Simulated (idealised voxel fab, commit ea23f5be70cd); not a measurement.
This section sets out a process module, namely voxel tone inversion.
The cross-section on display is named cut; it measures 265 nm wide, and its cells are 5 nm squares.
Cross-section format: a grid of square cells, given as bands from top to bottom; each band is one or more rows of cells. Heads up on the band format: heights come first, top then bottom, in nm. After that it's the materials left to right, each with its width in nm. A single material flagged "full width" fills the whole band edge to edge, and "air" means there's empty space there. Height 0 is the level under which the wafer as received is all one material. The lowest band goes on downwards, as in "0..down". A width given as "30 to 40" starts at the first number in the band's top row and ends at the second number in its bottom row, shifting by an equal amount at every step from row to row. Step note "remains unaltered" = no cross-section cell changed. The list in "Closed void list" covers empty spaces of 8 cells or more that cannot reach the top through any open way, and it gives each as width x height at distance; the distance is from the left edge, and width, height and distance are in nm. Formally, on a step line, whatever follows the settings is a remark that the simulator itself makes on the step. A step line may carry the setting "overlay nm", which, for steps involving a mask, states the distance by which the mask lay to the right of its intended position; negative values denote displacement to the left.

Planned step list for the process
1 RECEIVE,material Si
2 CONFORMAL_DEP,material SiCN,thk nm 5
3 DIRECTIONAL_DEP,material aC,thk nm 20
4 PATTERN,tone cover,mask id POSTS,material resist,width nm 20,pitch nm 45,thk nm 25,overlay nm 0
5 DIRECTIONAL_ETCH,etch materials aC,depth nm 20
6 STRIP,etch materials resist
7 FILL_DEP,material lowk,thk nm 5
8 CMP,height nm 25
9 STRIP,etch materials aC
10 CONFORMAL_DEP,material TiN,thk nm 5
11 FILL_DEP,material Ru,thk nm 5
12 CMP,height nm 25
13 CONFORMAL_DEP,material SiCN,thk nm 5

First of two wafers - as planned

This is the cross-section of the wafer as we received it, i.e. after step 1
* 0..down: Si full width
* Closed void list: none

Cross-section of the wafer after step 2
* 5..0: SiCN full width
* Lower than 0, everything is as it was.

Cross-section of the wafer after step 3
* 25..5: aC full width
* Lower than 5, everything is as it was.

Cross-section of the wafer after step 4
* 50..25: air: 75  resist: 20  air: 25  resist: 20  air: 25  resist: 20  air: 80
* Lower than 25, everything is as it was.

Cross-section of the wafer after step 5
* 30..25: air: 75  resist: 20  air: 25  resist: 20  air: 25  resist: 20  air: 80
* 25..5: air: 75  aC: 20  air: 25  aC: 20  air: 25  aC: 20  air: 80
* Lower than 5, everything is as it was.

Cross-section of the wafer after step 6
* 25..5: air: 75  aC: 20  air: 25  aC: 20  air: 25  aC: 20  air: 80
* Lower than 5, everything is as it was.

Cross-section of the wafer after step 7
* 30..25: lowk full width
* 25..5: lowk: 75  aC: 20  lowk: 25  aC: 20  lowk: 25  aC: 20  lowk: 80
* Lower than 5, everything is as it was.

Cross-section of the wafer after step 8
* 25..5: lowk: 75  aC: 20  lowk: 25  aC: 20  lowk: 25  aC: 20  lowk: 80
* Lower than 5, everything is as it was.

Cross-section of the wafer after step 9
* 25..5: lowk: 75  air: 20  lowk: 25  air: 20  lowk: 25  air: 20  lowk: 80
* Lower than 5, everything is as it was.

Cross-section of the wafer after step 10
* 30..25: TiN: 80  air: 10  TiN: 35  air: 10  TiN: 35  air: 10  TiN: 85
* 25..10: lowk: 75  TiN: 5  air: 10  TiN: 5  lowk: 25  TiN: 5  air: 10  TiN: 5  lowk: 25  TiN: 5  air: 10  TiN: 5  lowk: 80
* 10..5: lowk: 75  TiN: 20  lowk: 25  TiN: 20  lowk: 25  TiN: 20  lowk: 80
* Lower than 5, everything is as it was.

Cross-section of the wafer after step 11
* 35..30: Ru full width
* 30..25: TiN: 80  Ru: 10  TiN: 35  Ru: 10  TiN: 35  Ru: 10  TiN: 85
* 25..10: lowk: 75  TiN: 5  Ru: 10  TiN: 5  lowk: 25  TiN: 5  Ru: 10  TiN: 5  lowk: 25  TiN: 5  Ru: 10  TiN: 5  lowk: 80
* Lower than 10, everything is as it was.

Cross-section of the wafer after step 12
* 25..10: lowk: 75  TiN: 5  Ru: 10  TiN: 5  lowk: 25  TiN: 5  Ru: 10  TiN: 5  lowk: 25  TiN: 5  Ru: 10  TiN: 5  lowk: 80
* Lower than 10, everything is as it was.

Cross-section of the wafer after step 13
* 30..25: SiCN full width
* Lower than 25, everything is as it was.

Companion wafer, the second of two: same beginning, same intended sequence, one mistake in carrying it out; through step 1 inclusive it tracks the first exactly

Second wafer, sectioned view, at step 2's planned end time
* 20..0: aC full width
* Lower than 0, everything is as it was.

Second wafer, sectioned view, at step 3's planned end time
* 25..20: SiCN full width
* Lower than 20, everything is as it was.

Second wafer, sectioned view, at step 4's planned end time
* 50..25: air: 75  resist: 20  air: 25  resist: 20  air: 25  resist: 20  air: 80
* Lower than 25, everything is as it was.

Second wafer, sectioned view, at step 5's planned end time
* 30..25: air: 75  resist: 20  air: 25  resist: 20  air: 25  resist: 20  air: 80
* Lower than 25, everything is as it was.

Second wafer, sectioned view, at step 6's planned end time
* 25..20: SiCN full width
* Lower than 20, everything is as it was.

Second wafer, sectioned view, at step 7's planned end time
* 30..25: lowk full width
* Lower than 25, everything is as it was.

Second wafer, sectioned view, at step 8's planned end time
* 25..20: SiCN full width
* Lower than 20, everything is as it was.

Second wafer, sectioned view, at step 9's planned end time: remains unaltered

Second wafer, sectioned view, at step 10's planned end time
* 30..25: TiN full width
* Lower than 25, everything is as it was.

Second wafer, sectioned view, at step 11's planned end time
* 35..30: Ru full width
* Lower than 30, everything is as it was.

Second wafer, sectioned view, at step 12's planned end time
* 25..20: SiCN full width
* Lower than 20, everything is as it was.

Second wafer, sectioned view, at step 13's planned end time
* 30..20: SiCN full width
* Lower than 20, everything is as it was.
Processing error: steps 2 and 3: order swapped relative to plan
The closing comparison, in cells, has the second wafer with more or fewer of some materials than the first: 18 fewer of Ru | 30 fewer of TiN | 212 more of aC | 164 fewer of lowk
